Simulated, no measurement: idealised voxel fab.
A process module follows: voxel self aligned vias.
It is cross-section cut that appears here, measuring 275 nm in width, its square cells being 5 nm in size.
A cross-section is a grid of square cells, given in bands from the top down. A band is one or more rows of cells. This entry defines a band. It first specifies the height of the band's top and the height of its bottom in nm, and then specifies the band's materials from left to right, stating each material with its width in nm. The word "throughout" identifies a single material that fills the band from edge to edge, while the word "empty" identifies empty space. Heights are reckoned from 0. Under this level, the received wafer is all of one material. The bottommost band is open-ended downward, for example "0 -> down". The expression "30..40" gives the width at the extremes of the band, the first number at its top row of cells and the second at its bottom row, with the width changing by equal amounts from each row to the next in between. Step note "nothing different" = no cross-section cell changed. If an empty space has no open way to the top and is at least 8 cells in size, "Enclosed void catalog" lists it, written width x height at distance, where distance is measured from the left edge and every value is in nm. Formally, on a step line, whatever follows the settings is a remark that the simulator itself makes on the step. "overlay nm" answers the question of how far to the right of plan the mask lay on a step that has a mask, and when it is negative the answer is to the left. Layout of what follows: cross-section pairs, each bracketing one process step, the after cross-section shown only to the lowest band that changed, the step between and its settings noted under each pair. Pairs may originate in different runs of this module on the same starting wafer; a pair continues from the pair above only where its entry headed "Pre-step section" says so.

**Pre-step section**
    0 -> down = Si throughout
    Enclosed void catalog: none

**Resulting Structure**
    15 -> 0 = SiO2 throughout
    Under 0: no change, same as before.
    Enclosed void catalog: none
The process step separating the two cross-sections depicted above is as follows: CONFORMAL_DEP, material SiO2, thk nm 15

Pre-step section: The structure entering this step is exactly what the pair just above shows after its step.

**Resulting Structure**
    20 -> 15 = SiCN throughout
    Under 15: no change, same as before.
    Enclosed void catalog: none
The process step separating the two cross-sections depicted above is as follows: CONFORMAL_DEP, material SiCN, thk nm 5

Pre-step section: The structure entering this step is exactly what the pair just above shows after its step.

**Resulting Structure**
    50 -> 20 = lowk throughout
    Under 20: no change, same as before.
    Enclosed void catalog: none
The process step separating the two cross-sections depicted above is as follows: DIRECTIONAL_DEP, material lowk, thk nm 30

Pre-step section: The structure entering this step is exactly what the pair just above shows after its step.

**Resulting Structure**
    65 -> 50 = aC throughout
    Under 50: no change, same as before.
    Enclosed void catalog: none
The process step separating the two cross-sections depicted above is as follows: DIRECTIONAL_DEP, material aC, thk nm 15

Pre-step section: The structure entering this step is exactly what the pair just above shows after its step.

**Resulting Structure**
    100 -> 65 = 65 nm resist | 20 nm empty | 40 nm resist | 20 nm empty | 40 nm resist | 20 nm empty | 70 nm resist
    Under 65: no change, same as before.
    Enclosed void catalog: none
The process step separating the two cross-sections depicted above is as follows: PATTERN, tone open, mask id LINES, material resist, width nm 20, pitch nm 60, thk nm 35, overlay nm 0

Pre-step section: The structure entering this step is exactly what the pair just above shows after its step.

**Resulting Structure**
    85 -> 65 = 65 nm resist | 20 nm empty | 40 nm resist | 20 nm empty | 40 nm resist | 20 nm empty | 70 nm resist
    65 -> 50 = 65 nm aC | 20 nm empty | 40 nm aC | 20 nm empty | 40 nm aC | 20 nm empty | 70 nm aC
    Under 50: no change, same as before.
    Enclosed void catalog: none
The process step separating the two cross-sections depicted above is as follows: DIRECTIONAL_ETCH, etch materials aC, depth nm 15

Pre-step section: The structure entering this step is exactly what the pair just above shows after its step.

**Resulting Structure**
    65 -> 50 = 65 nm aC | 20 nm empty | 40 nm aC | 20 nm empty | 40 nm aC | 20 nm empty | 70 nm aC
    Under 50: no change, same as before.
    Enclosed void catalog: none
The process step separating the two cross-sections depicted above is as follows: STRIP, etch materials resist

Pre-step section: The structure entering this step is exactly what the pair just above shows after its step.

**Resulting Structure**
    65 -> 50 = 65 nm aC | 20 nm empty | 40 nm aC | 20 nm empty | 40 nm aC | 20 nm empty | 70 nm aC
    50 -> 20 = 65 nm lowk | 20 nm empty | 40 nm lowk | 20 nm empty | 40 nm lowk | 20 nm empty | 70 nm lowk
    Under 20: no change, same as before.
    Enclosed void catalog: none
The process step separating the two cross-sections depicted above is as follows: DIRECTIONAL_ETCH, etch materials lowk, depth nm 30

Pre-step section: The structure entering this step is exactly what the pair just above shows after its step.

**Resulting Structure**
    50 -> 20 = 65 nm lowk | 20 nm empty | 40 nm lowk | 20 nm empty | 40 nm lowk | 20 nm empty | 70 nm lowk
    Under 20: no change, same as before.
    Enclosed void catalog: none
The process step separating the two cross-sections depicted above is as follows: STRIP, etch materials aC

Pre-step section: The structure entering this step is exactly what the pair just above shows after its step.

**Resulting Structure**
    55 -> 50 = 70 nm TiN | 10 nm empty | 50 nm TiN | 10 nm empty | 50 nm TiN | 10 nm empty | 75 nm TiN
    50 -> 25 = 65 nm lowk | 5 nm TiN | 10 nm empty | 5 nm TiN | 40 nm lowk | 5 nm TiN | 10 nm empty | 5 nm TiN | 40 nm lowk | 5 nm TiN | 10 nm empty | 5 nm TiN | 70 nm lowk
    25 -> 20 = 65 nm lowk | 20 nm TiN | 40 nm lowk | 20 nm TiN | 40 nm lowk | 20 nm TiN | 70 nm lowk
    Under 20: no change, same as before.
    Enclosed void catalog: none
The process step separating the two cross-sections depicted above is as follows: CONFORMAL_DEP, material TiN, thk nm 5

Pre-step section: The structure entering this step is exactly what the pair just above shows after its step.

**Resulting Structure**
    65 -> 55 = W throughout
    55 -> 50 = 70 nm TiN | 10 nm W | 50 nm TiN | 10 nm W | 50 nm TiN | 10 nm W | 75 nm TiN
    50 -> 25 = 65 nm lowk | 5 nm TiN | 10 nm W | 5 nm TiN | 40 nm lowk | 5 nm TiN | 10 nm W | 5 nm TiN | 40 nm lowk | 5 nm TiN | 10 nm W | 5 nm TiN | 70 nm lowk
    Under 25: no change, same as before.
    Enclosed void catalog: none
The process step separating the two cross-sections depicted above is as follows: FILL_DEP, material W, thk nm 10

Pre-step section: The structure entering this step is exactly what the pair just above shows after its step.

**Resulting Structure**
    50 -> 25 = 65 nm lowk | 5 nm TiN | 10 nm W | 5 nm TiN | 40 nm lowk | 5 nm TiN | 10 nm W | 5 nm TiN | 40 nm lowk | 5 nm TiN | 10 nm W | 5 nm TiN | 70 nm lowk
    Under 25: no change, same as before.
    Enclosed void catalog: none
The process step separating the two cross-sections depicted above is as follows: CMP, height nm 50

Pre-step section: The structure entering this step is exactly what the pair just above shows after its step.

**Resulting Structure**
    50 -> 45 = 65 nm lowk | 20 nm empty | 40 nm lowk | 20 nm empty | 40 nm lowk | 20 nm empty | 70 nm lowk
    Under 45: no change, same as before.
    Enclosed void catalog: none
The process step separating the two cross-sections depicted above is as follows: SELECTIVE_ETCH, etch materials W Ru TiN, depth nm 5

Pre-step section: The structure entering this step is exactly what the pair just above shows after its step.

**Resulting Structure**
    55 -> 50 = SiN throughout
    50 -> 45 = 65 nm lowk | 20 nm SiN | 40 nm lowk | 20 nm SiN | 40 nm lowk | 20 nm SiN | 70 nm lowk
    Under 45: no change, same as before.
    Enclosed void catalog: none
The process step separating the two cross-sections depicted above is as follows: FILL_DEP, material SiN, thk nm 5

Pre-step section: The structure entering this step is exactly what the pair just above shows after its step.

**Resulting Structure**
    50 -> 45 = 65 nm lowk | 20 nm SiN | 40 nm lowk | 20 nm SiN | 40 nm lowk | 20 nm SiN | 70 nm lowk
    Under 45: no change, same as before.
    Enclosed void catalog: none
The process step separating the two cross-sections depicted above is as follows: CMP, height nm 50

Pre-step section: The structure entering this step is exactly what the pair just above shows after its step.

**Resulting Structure**
    70 -> 50 = lowk throughout
    Under 50: no change, same as before.
    Enclosed void catalog: none
The process step separating the two cross-sections depicted above is as follows: DIRECTIONAL_DEP, material lowk, thk nm 20

Pre-step section: The structure entering this step is exactly what the pair just above shows after its step.

**Resulting Structure**
    70 -> 50 = 60 nm lowk | 30 nm empty | 30 nm lowk | 30 nm empty | 30 nm lowk | 30 nm empty | 65 nm lowk
    Under 50: no change, same as before.
    Enclosed void catalog: none
The process step separating the two cross-sections depicted above is as follows: MASKED_ETCH, tone open, mask id VIAS, width nm 30, pitch nm 60, etch materials lowk, depth nm 20, overlay nm 0

Pre-step section: The structure entering this step is exactly what the pair just above shows after its step.

**Resulting Structure**
    70 -> 50 = 60 nm lowk | 30 nm empty | 30 nm lowk | 30 nm empty | 30 nm lowk | 30 nm empty | 65 nm lowk
    50 -> 45 = 65 nm lowk | 20 nm empty | 40 nm lowk | 20 nm empty | 40 nm lowk | 20 nm empty | 70 nm lowk
    Under 45: no change, same as before.
    Enclosed void catalog: none
The process step separating the two cross-sections depicted above is as follows: MASKED_ETCH, tone open, mask id VIAS, width nm 30, pitch nm 60, etch materials SiN, depth nm 5, overlay nm 0

Pre-step section: The structure entering this step is exactly what the pair just above shows after its step.

**Resulting Structure**
    75 -> 70 = 65 nm TiN | 20 nm empty | 40 nm TiN | 20 nm empty | 40 nm TiN | 20 nm empty | 70 nm TiN
    70 -> 55 = 60 nm lowk | 5 nm TiN | 20 nm empty | 5 nm TiN | 30 nm lowk | 5 nm TiN | 20 nm empty | 5 nm TiN | 30 nm lowk | 5 nm TiN | 20 nm empty | 5 nm TiN | 65 nm lowk
    55 -> 50 = 60 nm lowk | 10 nm TiN | 10 nm empty | 10 nm TiN | 30 nm lowk | 10 nm TiN | 10 nm empty | 10 nm TiN | 30 nm lowk | 10 nm TiN | 10 nm empty | 10 nm TiN | 65 nm lowk
    50 -> 45 = 65 nm lowk | 20 nm TiN | 40 nm lowk | 20 nm TiN | 40 nm lowk | 20 nm TiN | 70 nm lowk
    Under 45: no change, same as before.
    Enclosed void catalog: none
The process step separating the two cross-sections depicted above is as follows: CONFORMAL_DEP, material TiN, thk nm 5

Pre-step section: The structure entering this step is exactly what the pair just above shows after its step.

**Resulting Structure**
    85 -> 75 = Cu throughout
    75 -> 70 = 65 nm TiN | 20 nm Cu | 40 nm TiN | 20 nm Cu | 40 nm TiN | 20 nm Cu | 70 nm TiN
    70 -> 55 = 60 nm lowk | 5 nm TiN | 20 nm Cu | 5 nm TiN | 30 nm lowk | 5 nm TiN | 20 nm Cu | 5 nm TiN | 30 nm lowk | 5 nm TiN | 20 nm Cu | 5 nm TiN | 65 nm lowk
    55 -> 50 = 60 nm lowk | 10 nm TiN | 10 nm Cu | 10 nm TiN | 30 nm lowk | 10 nm TiN | 10 nm Cu | 10 nm TiN | 30 nm lowk | 10 nm TiN | 10 nm Cu | 10 nm TiN | 65 nm lowk
    Under 50: no change, same as before.
    Enclosed void catalog: none
The process step separating the two cross-sections depicted above is as follows: FILL_DEP, material Cu, thk nm 10

Pre-step section: The structure entering this step is exactly what the pair just above shows after its step.

**Resulting Structure**
    70 -> 55 = 60 nm lowk | 5 nm TiN | 20 nm Cu | 5 nm TiN | 30 nm lowk | 5 nm TiN | 20 nm Cu | 5 nm TiN | 30 nm lowk | 5 nm TiN | 20 nm Cu | 5 nm TiN | 65 nm lowk
    Under 55: no change, same as before.
    Enclosed void catalog: none
The process step separating the two cross-sections depicted above is as follows: CMP, height nm 70

Pre-step section: The structure entering this step is exactly what the pair just above shows after its step.

**Resulting Structure**
    75 -> 70 = SiN throughout
    Under 70: no change, same as before.
    Enclosed void catalog: none
The process step separating the two cross-sections depicted above is as follows: CONFORMAL_DEP, material SiN, thk nm 5

**Pre-step section**
    85 -> 75 = Cu throughout
    75 -> 70 = 65 nm TiN | 20 nm Cu | 40 nm TiN | 20 nm Cu | 40 nm TiN | 20 nm Cu | 70 nm TiN
    70 -> 55 = 60 nm lowk | 5 nm TiN | 20 nm Cu | 5 nm TiN | 30 nm lowk | 5 nm TiN | 20 nm Cu | 5 nm TiN | 30 nm lowk | 5 nm TiN | 20 nm Cu | 5 nm TiN | 65 nm lowk
    55 -> 50 = 60 nm lowk | 10 nm TiN | 10 nm Cu | 10 nm TiN | 30 nm lowk | 10 nm TiN | 10 nm Cu | 10 nm TiN | 30 nm lowk | 10 nm TiN | 10 nm Cu | 10 nm TiN | 65 nm lowk
    50 -> 45 = 65 nm lowk | 20 nm TiN | 40 nm lowk | 20 nm TiN | 40 nm lowk | 20 nm TiN | 70 nm lowk
    45 -> 25 = 65 nm lowk | 5 nm TiN | 10 nm W | 5 nm TiN | 40 nm lowk | 5 nm TiN | 10 nm W | 5 nm TiN | 40 nm lowk | 5 nm TiN | 10 nm W | 5 nm TiN | 70 nm lowk
    25 -> 20 = 65 nm lowk | 20 nm TiN | 40 nm lowk | 20 nm TiN | 40 nm lowk | 20 nm TiN | 70 nm lowk
    20 -> 15 = SiCN throughout
    15 -> 0 = SiO2 throughout
    0 -> down = Si throughout
    Enclosed void catalog: none

**Resulting Structure**
    90 -> 85 = SiN throughout
    Under 85: no change, same as before.
    Enclosed void catalog: none
The process step separating the two cross-sections depicted above is as follows: CONFORMAL_DEP, material SiN, thk nm 5

**Pre-step section**
    15 -> 0 = SiO2 throughout
    0 -> down = Si throughout
    Enclosed void catalog: none

**Resulting Structure**
    30 -> 0 = SiO2 throughout
    Under 0: no change, same as before.
    Enclosed void catalog: none
The process step separating the two cross-sections depicted above is as follows: CONFORMAL_DEP, material SiO2, thk nm 15

Pre-step section: The structure entering this step is exactly what the pair just above shows after its step.

**Resulting Structure**
    35 -> 30 = SiCN throughout
    Under 30: no change, same as before.
    Enclosed void catalog: none
The process step separating the two cross-sections depicted above is as follows: CONFORMAL_DEP, material SiCN, thk nm 5

Pre-step section: The structure entering this step is exactly what the pair just above shows after its step.

**Resulting Structure**
    65 -> 35 = lowk throughout
    Under 35: no change, same as before.
    Enclosed void catalog: none
The process step separating the two cross-sections depicted above is as follows: DIRECTIONAL_DEP, material lowk, thk nm 30

Pre-step section: The structure entering this step is exactly what the pair just above shows after its step.

**Resulting Structure**
    80 -> 65 = aC throughout
    Under 65: no change, same as before.
    Enclosed void catalog: none
The process step separating the two cross-sections depicted above is as follows: DIRECTIONAL_DEP, material aC, thk nm 15

Pre-step section: The structure entering this step is exactly what the pair just above shows after its step.

**Resulting Structure**
    115 -> 80 = 65 nm resist | 20 nm empty | 40 nm resist | 20 nm empty | 40 nm resist | 20 nm empty | 70 nm resist
    Under 80: no change, same as before.
    Enclosed void catalog: none
The process step separating the two cross-sections depicted above is as follows: PATTERN, tone open, mask id LINES, material resist, width nm 20, pitch nm 60, thk nm 35, overlay nm 0

Pre-step section: The structure entering this step is exactly what the pair just above shows after its step.

**Resulting Structure**
    100 -> 80 = 65 nm resist | 20 nm empty | 40 nm resist | 20 nm empty | 40 nm resist | 20 nm empty | 70 nm resist
    80 -> 65 = 65 nm aC | 20 nm empty | 40 nm aC | 20 nm empty | 40 nm aC | 20 nm empty | 70 nm aC
    Under 65: no change, same as before.
    Enclosed void catalog: none
The process step separating the two cross-sections depicted above is as follows: DIRECTIONAL_ETCH, etch materials aC, depth nm 15

Pre-step section: The structure entering this step is exactly what the pair just above shows after its step.

**Resulting Structure**
    80 -> 65 = 65 nm aC | 20 nm empty | 40 nm aC | 20 nm empty | 40 nm aC | 20 nm empty | 70 nm aC
    Under 65: no change, same as before.
    Enclosed void catalog: none
The process step separating the two cross-sections depicted above is as follows: STRIP, etch materials resist

Pre-step section: The structure entering this step is exactly what the pair just above shows after its step.

**Resulting Structure**
    80 -> 65 = 65 nm aC | 20 nm empty | 40 nm aC | 20 nm empty | 40 nm aC | 20 nm empty | 70 nm aC
    65 -> 35 = 65 nm lowk | 20 nm empty | 40 nm lowk | 20 nm empty | 40 nm lowk | 20 nm empty | 70 nm lowk
    Under 35: no change, same as before.
    Enclosed void catalog: none
The process step separating the two cross-sections depicted above is as follows: DIRECTIONAL_ETCH, etch materials lowk, depth nm 30

Pre-step section: The structure entering this step is exactly what the pair just above shows after its step.

**Resulting Structure**
    65 -> 35 = 65 nm lowk | 20 nm empty | 40 nm lowk | 20 nm empty | 40 nm lowk | 20 nm empty | 70 nm lowk
    Under 35: no change, same as before.
    Enclosed void catalog: none
The process step separating the two cross-sections depicted above is as follows: STRIP, etch materials aC

Pre-step section: The structure entering this step is exactly what the pair just above shows after its step.

**Resulting Structure**
    70 -> 65 = 70 nm TiN | 10 nm empty | 50 nm TiN | 10 nm empty | 50 nm TiN | 10 nm empty | 75 nm TiN
    65 -> 40 = 65 nm lowk | 5 nm TiN | 10 nm empty | 5 nm TiN | 40 nm lowk | 5 nm TiN | 10 nm empty | 5 nm TiN | 40 nm lowk | 5 nm TiN | 10 nm empty | 5 nm TiN | 70 nm lowk
    40 -> 35 = 65 nm lowk | 20 nm TiN | 40 nm lowk | 20 nm TiN | 40 nm lowk | 20 nm TiN | 70 nm lowk
    Under 35: no change, same as before.
    Enclosed void catalog: none
The process step separating the two cross-sections depicted above is as follows: CONFORMAL_DEP, material TiN, thk nm 5

Pre-step section: The structure entering this step is exactly what the pair just above shows after its step.

**Resulting Structure**
    80 -> 70 = W throughout
    70 -> 65 = 70 nm TiN | 10 nm W | 50 nm TiN | 10 nm W | 50 nm TiN | 10 nm W | 75 nm TiN
    65 -> 40 = 65 nm lowk | 5 nm TiN | 10 nm W | 5 nm TiN | 40 nm lowk | 5 nm TiN | 10 nm W | 5 nm TiN | 40 nm lowk | 5 nm TiN | 10 nm W | 5 nm TiN | 70 nm lowk
    Under 40: no change, same as before.
    Enclosed void catalog: none
The process step separating the two cross-sections depicted above is as follows: FILL_DEP, material W, thk nm 10

Pre-step section: The structure entering this step is exactly what the pair just above shows after its step.

**Resulting Structure**
    50 -> 40 = 65 nm lowk | 5 nm TiN | 10 nm W | 5 nm TiN | 40 nm lowk | 5 nm TiN | 10 nm W | 5 nm TiN | 40 nm lowk | 5 nm TiN | 10 nm W | 5 nm TiN | 70 nm lowk
    Under 40: no change, same as before.
    Enclosed void catalog: none
The process step separating the two cross-sections depicted above is as follows: CMP, height nm 50

Pre-step section: The structure entering this step is exactly what the pair just above shows after its step.

**Resulting Structure**
    50 -> 45 = 65 nm lowk | 20 nm empty | 40 nm lowk | 20 nm empty | 40 nm lowk | 20 nm empty | 70 nm lowk
    Under 45: no change, same as before.
    Enclosed void catalog: none
The process step separating the two cross-sections depicted above is as follows: SELECTIVE_ETCH, etch materials W Ru TiN, depth nm 5

Pre-step section: The structure entering this step is exactly what the pair just above shows after its step.

**Resulting Structure**
    55 -> 50 = SiN throughout
    50 -> 45 = 65 nm lowk | 20 nm SiN | 40 nm lowk | 20 nm SiN | 40 nm lowk | 20 nm SiN | 70 nm lowk
    Under 45: no change, same as before.
    Enclosed void catalog: none
The process step separating the two cross-sections depicted above is as follows: FILL_DEP, material SiN, thk nm 5

Pre-step section: The structure entering this step is exactly what the pair just above shows after its step.

**Resulting Structure**
    50 -> 45 = 65 nm lowk | 20 nm SiN | 40 nm lowk | 20 nm SiN | 40 nm lowk | 20 nm SiN | 70 nm lowk
    Under 45: no change, same as before.
    Enclosed void catalog: none
The process step separating the two cross-sections depicted above is as follows: CMP, height nm 50

Pre-step section: The structure entering this step is exactly what the pair just above shows after its step.

**Resulting Structure**
    70 -> 50 = lowk throughout
    Under 50: no change, same as before.
    Enclosed void catalog: none
The process step separating the two cross-sections depicted above is as follows: DIRECTIONAL_DEP, material lowk, thk nm 20

Pre-step section: The structure entering this step is exactly what the pair just above shows after its step.

**Resulting Structure**
    70 -> 50 = 60 nm lowk | 30 nm empty | 30 nm lowk | 30 nm empty | 30 nm lowk | 30 nm empty | 65 nm lowk
    Under 50: no change, same as before.
    Enclosed void catalog: none
The process step separating the two cross-sections depicted above is as follows: MASKED_ETCH, tone open, mask id VIAS, width nm 30, pitch nm 60, etch materials lowk, depth nm 20, overlay nm 0

Pre-step section: The structure entering this step is exactly what the pair just above shows after its step.

**Resulting Structure**
    70 -> 50 = 60 nm lowk | 30 nm empty | 30 nm lowk | 30 nm empty | 30 nm lowk | 30 nm empty | 65 nm lowk
    50 -> 45 = 65 nm lowk | 20 nm empty | 40 nm lowk | 20 nm empty | 40 nm lowk | 20 nm empty | 70 nm lowk
    Under 45: no change, same as before.
    Enclosed void catalog: none
The process step separating the two cross-sections depicted above is as follows: MASKED_ETCH, tone open, mask id VIAS, width nm 30, pitch nm 60, etch materials SiN, depth nm 5, overlay nm 0

Pre-step section: The structure entering this step is exactly what the pair just above shows after its step.

**Resulting Structure**
    75 -> 70 = 65 nm TiN | 20 nm empty | 40 nm TiN | 20 nm empty | 40 nm TiN | 20 nm empty | 70 nm TiN
    70 -> 55 = 60 nm lowk | 5 nm TiN | 20 nm empty | 5 nm TiN | 30 nm lowk | 5 nm TiN | 20 nm empty | 5 nm TiN | 30 nm lowk | 5 nm TiN | 20 nm empty | 5 nm TiN | 65 nm lowk
    55 -> 50 = 60 nm lowk | 10 nm TiN | 10 nm empty | 10 nm TiN | 30 nm lowk | 10 nm TiN | 10 nm empty | 10 nm TiN | 30 nm lowk | 10 nm TiN | 10 nm empty | 10 nm TiN | 65 nm lowk
    50 -> 45 = 65 nm lowk | 20 nm TiN | 40 nm lowk | 20 nm TiN | 40 nm lowk | 20 nm TiN | 70 nm lowk
    Under 45: no change, same as before.
    Enclosed void catalog: none
The process step separating the two cross-sections depicted above is as follows: CONFORMAL_DEP, material TiN, thk nm 5

Pre-step section: The structure entering this step is exactly what the pair just above shows after its step.

**Resulting Structure**
    85 -> 75 = Cu throughout
    75 -> 70 = 65 nm TiN | 20 nm Cu | 40 nm TiN | 20 nm Cu | 40 nm TiN | 20 nm Cu | 70 nm TiN
    70 -> 55 = 60 nm lowk | 5 nm TiN | 20 nm Cu | 5 nm TiN | 30 nm lowk | 5 nm TiN | 20 nm Cu | 5 nm TiN | 30 nm lowk | 5 nm TiN | 20 nm Cu | 5 nm TiN | 65 nm lowk
    55 -> 50 = 60 nm lowk | 10 nm TiN | 10 nm Cu | 10 nm TiN | 30 nm lowk | 10 nm TiN | 10 nm Cu | 10 nm TiN | 30 nm lowk | 10 nm TiN | 10 nm Cu | 10 nm TiN | 65 nm lowk
    Under 50: no change, same as before.
    Enclosed void catalog: none
The process step separating the two cross-sections depicted above is as follows: FILL_DEP, material Cu, thk nm 10

Pre-step section: The structure entering this step is exactly what the pair just above shows after its step.

**Resulting Structure**
    70 -> 55 = 60 nm lowk | 5 nm TiN | 20 nm Cu | 5 nm TiN | 30 nm lowk | 5 nm TiN | 20 nm Cu | 5 nm TiN | 30 nm lowk | 5 nm TiN | 20 nm Cu | 5 nm TiN | 65 nm lowk
    Under 55: no change, same as before.
    Enclosed void catalog: none
The process step separating the two cross-sections depicted above is as follows: CMP, height nm 70

Pre-step section: The structure entering this step is exactly what the pair just above shows after its step.

**Resulting Structure**
    75 -> 70 = SiN throughout
    Under 70: no change, same as before.
    Enclosed void catalog: none
The process step separating the two cross-sections depicted above is as follows: CONFORMAL_DEP, material SiN, thk nm 5

**Pre-step section**
    50 -> 45 = 65 nm lowk | 20 nm SiN | 40 nm lowk | 20 nm SiN | 40 nm lowk | 20 nm SiN | 70 nm lowk
    45 -> 25 = 65 nm lowk | 5 nm TiN | 10 nm W | 5 nm TiN | 40 nm lowk | 5 nm TiN | 10 nm W | 5 nm TiN | 40 nm lowk | 5 nm TiN | 10 nm W | 5 nm TiN | 70 nm lowk
    25 -> 20 = 65 nm lowk | 20 nm TiN | 40 nm lowk | 20 nm TiN | 40 nm lowk | 20 nm TiN | 70 nm lowk
    20 -> 15 = SiCN throughout
    15 -> 0 = SiO2 throughout
    0 -> down = Si throughout
    Enclosed void catalog: none

**Resulting Structure**
    50 -> 45 = 60 nm lowk | 5 nm empty | 20 nm SiN | 5 nm empty | 30 nm lowk | 5 nm empty | 20 nm SiN | 5 nm empty | 30 nm lowk | 5 nm empty | 20 nm SiN | 5 nm empty | 65 nm lowk
    45 -> 30 = 60 nm lowk | 5 nm empty | 5 nm TiN | 10 nm W | 5 nm TiN | 5 nm empty | 30 nm lowk | 5 nm empty | 5 nm TiN | 10 nm W | 5 nm TiN | 5 nm empty | 30 nm lowk | 5 nm empty | 5 nm TiN | 10 nm W | 5 nm TiN | 5 nm empty | 65 nm lowk
    Under 30: no change, same as before.
    Enclosed void catalog: none
The process step separating the two cross-sections depicted above is as follows: MASKED_ETCH, tone open, mask id VIAS, width nm 30, pitch nm 60, etch materials lowk, depth nm 20, overlay nm 0

Pre-step section: The structure entering this step is exactly what the pair just above shows after its step.

**Resulting Structure**
    70 -> 50 = 60 nm lowk | 5 nm empty | 20 nm lowk | 5 nm empty | 30 nm lowk | 5 nm empty | 20 nm lowk | 5 nm empty | 30 nm lowk | 5 nm empty | 20 nm lowk | 5 nm empty | 65 nm lowk
    50 -> 45 = 65 nm lowk | 20 nm SiN | 40 nm lowk | 20 nm SiN | 40 nm lowk | 20 nm SiN | 70 nm lowk
    45 -> 25 = 65 nm lowk | 5 nm TiN | 10 nm W | 5 nm TiN | 40 nm lowk | 5 nm TiN | 10 nm W | 5 nm TiN | 40 nm lowk | 5 nm TiN | 10 nm W | 5 nm TiN | 70 nm lowk
    Under 25: no change, same as before.
    Enclosed void catalog: none
The process step separating the two cross-sections depicted above is as follows: DIRECTIONAL_DEP, material lowk, thk nm 20

Pre-step section: The structure entering this step is exactly what the pair just above shows after its step.

**Resulting Structure**
    75 -> 70 = TiN throughout
    70 -> 50 = 60 nm lowk | 5 nm TiN | 20 nm lowk | 5 nm TiN | 30 nm lowk | 5 nm TiN | 20 nm lowk | 5 nm TiN | 30 nm lowk | 5 nm TiN | 20 nm lowk | 5 nm TiN | 65 nm lowk
    Under 50: no change, same as before.
    Enclosed void catalog: none
The process step separating the two cross-sections depicted above is as follows: CONFORMAL_DEP, material TiN, thk nm 5

Pre-step section: The structure entering this step is exactly what the pair just above shows after its step.

**Resulting Structure**
    85 -> 75 = Cu throughout
    Under 75: no change, same as before.
    Enclosed void catalog: none
The process step separating the two cross-sections depicted above is as follows: FILL_DEP, material Cu, thk nm 10

Pre-step section: The structure entering this step is exactly what the pair just above shows after its step.

**Resulting Structure**
    70 -> 50 = 60 nm lowk | 5 nm TiN | 20 nm lowk | 5 nm TiN | 30 nm lowk | 5 nm TiN | 20 nm lowk | 5 nm TiN | 30 nm lowk | 5 nm TiN | 20 nm lowk | 5 nm TiN | 65 nm lowk
    Under 50: no change, same as before.
    Enclosed void catalog: none
The process step separating the two cross-sections depicted above is as follows: CMP, height nm 70

Pre-step section: The structure entering this step is exactly what the pair just above shows after its step.

**Resulting Structure**
    75 -> 70 = SiN throughout
    Under 70: no change, same as before.
    Enclosed void catalog: none
The process step separating the two cross-sections depicted above is as follows: CONFORMAL_DEP, material SiN, thk nm 5

**Pre-step section**
    85 -> 75 = Cu throughout
    75 -> 70 = 65 nm TiN | 20 nm Cu | 40 nm TiN | 20 nm Cu | 40 nm TiN | 20 nm Cu | 70 nm TiN
    70 -> 55 = 60 nm lowk | 5 nm TiN | 20 nm Cu | 5 nm TiN | 30 nm lowk | 5 nm TiN | 20 nm Cu | 5 nm TiN | 30 nm lowk | 5 nm TiN | 20 nm Cu | 5 nm TiN | 65 nm lowk
    55 -> 50 = 60 nm lowk | 10 nm TiN | 10 nm Cu | 10 nm TiN | 30 nm lowk | 10 nm TiN | 10 nm Cu | 10 nm TiN | 30 nm lowk | 10 nm TiN | 10 nm Cu | 10 nm TiN | 65 nm lowk
    50 -> 45 = 65 nm lowk | 20 nm TiN | 40 nm lowk | 20 nm TiN | 40 nm lowk | 20 nm TiN | 70 nm lowk
    45 -> 25 = 65 nm lowk | 5 nm TiN | 10 nm W | 5 nm TiN | 40 nm lowk | 5 nm TiN | 10 nm W | 5 nm TiN | 40 nm lowk | 5 nm TiN | 10 nm W | 5 nm TiN | 70 nm lowk
    25 -> 20 = 65 nm lowk | 20 nm TiN | 40 nm lowk | 20 nm TiN | 40 nm lowk | 20 nm TiN | 70 nm lowk
    20 -> 15 = SiCN throughout
    15 -> 0 = SiO2 throughout
    0 -> down = Si throughout
    Enclosed void catalog: none

**Resulting Structure**
    75 -> 70 = 65 nm TiN | 20 nm Cu | 40 nm TiN | 20 nm Cu | 40 nm TiN | 20 nm Cu | 70 nm TiN
    Under 70: no change, same as before.
    Enclosed void catalog: none
The process step separating the two cross-sections depicted above is as follows: CMP, height nm 75

Pre-step section: The structure entering this step is exactly what the pair just above shows after its step.

**Resulting Structure**
    80 -> 75 = SiN throughout
    Under 75: no change, same as before.
    Enclosed void catalog: none
The process step separating the two cross-sections depicted above is as follows: CONFORMAL_DEP, material SiN, thk nm 5

**Pre-step section**
    70 -> 50 = lowk throughout
    50 -> 45 = 65 nm lowk | 20 nm SiN | 40 nm lowk | 20 nm SiN | 40 nm lowk | 20 nm SiN | 70 nm lowk
    45 -> 25 = 65 nm lowk | 5 nm TiN | 10 nm W | 5 nm TiN | 40 nm lowk | 5 nm TiN | 10 nm W | 5 nm TiN | 40 nm lowk | 5 nm TiN | 10 nm W | 5 nm TiN | 70 nm lowk
    25 -> 20 = 65 nm lowk | 20 nm TiN | 40 nm lowk | 20 nm TiN | 40 nm lowk | 20 nm TiN | 70 nm lowk
    20 -> 15 = SiCN throughout
    15 -> 0 = SiO2 throughout
    0 -> down = Si throughout
    Enclosed void catalog: none

**Resulting Structure**
    70 -> 50 = 55 nm lowk | 40 nm empty | 20 nm lowk | 40 nm empty | 20 nm lowk | 40 nm empty | 60 nm lowk
    Under 50: no change, same as before.
    Enclosed void catalog: none
The process step separating the two cross-sections depicted above is as follows: MASKED_ETCH, tone open, mask id VIAS, width nm 40, pitch nm 60, etch materials lowk, depth nm 20, overlay nm 0

Pre-step section: The structure entering this step is exactly what the pair just above shows after its step.

**Resulting Structure**
    70 -> 50 = 55 nm lowk | 40 nm empty | 20 nm lowk | 40 nm empty | 20 nm lowk | 40 nm empty | 60 nm lowk
    50 -> 45 = 65 nm lowk | 20 nm empty | 40 nm lowk | 20 nm empty | 40 nm lowk | 20 nm empty | 70 nm lowk
    Under 45: no change, same as before.
    Enclosed void catalog: none
The process step separating the two cross-sections depicted above is as follows: MASKED_ETCH, tone open, mask id VIAS, width nm 30, pitch nm 60, etch materials SiN, depth nm 5, overlay nm 0
